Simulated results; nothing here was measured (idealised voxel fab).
process module | voxel local oxidation
cross-section cut | 205 nm wide | cells 5 nm
A cross-section is a grid of square cells, given in bands from the top down. A band is one or more rows of cells.
Each band's line starts with the height of the band's top and of its bottom, in nm. Then come its materials from left to right, each with its width in nm. One material with "throughout" fills the band from edge to edge. "air" is empty space.
Height 0 is the level under which the wafer as received is all one material. The lowest band goes on downwards, as in "0 down".
A width such as "30 to 40" changes by the same amount from each row of cells to the next, from the band's top row to its bottom row.
"no change" after a step means that no cell of the cross-section changed.
closed voids: empty space of 8 cells or more with no open way to the top, each as width x height at its distance from the left edge, in nm
after a step's settings: what the simulator itself notes on the step
overlay nm, on a step with a mask: how far to the right of its planned place the mask lay; to the left if negative
plan
1 op RECEIVE | material Si
2 op OXIDIZE | depth nm 5
3 op CONFORMAL_DEP | material SiN | thk nm 15
4 op DIRECTIONAL_DEP | material aC | thk nm 10
5 op PATTERN | tone cover | mask id ACTIVE | material resist | width nm 120 | thk nm 30 | overlay nm 0
6 op DIRECTIONAL_ETCH | etch materials aC | depth nm 10
7 op STRIP | etch materials resist
8 op DIRECTIONAL_ETCH | etch materials SiN | depth nm 15
9 op STRIP | etch materials aC
10 op SELECTIVE_ETCH | etch materials SiO2 | depth nm 5
11 op OXIDIZE | depth nm 10
12 op STRIP | etch materials SiN
varied across the wafers: width nm of step 5. The plan shows the first wafer's value. All wafers start alike
first wafer as received, after step 1
  0 down: Si throughout
  closed voids: none
each wafer at the end: cells of each material gained (+) or lost (-) since it was received, then its closed voids
width nm 120 | -87 Si | +68 SiO2 | closed voids: none
width nm 125 | -85 Si | +67 SiO2 | closed voids: none
width nm 130 | -83 Si | +66 SiO2 | closed voids: none
width nm 135 | -81 Si | +65 SiO2 | closed voids: none
width nm 140 | -79 Si | +64 SiO2 | closed voids: none
width nm 145 | -77 Si | +63 SiO2 | closed voids: none
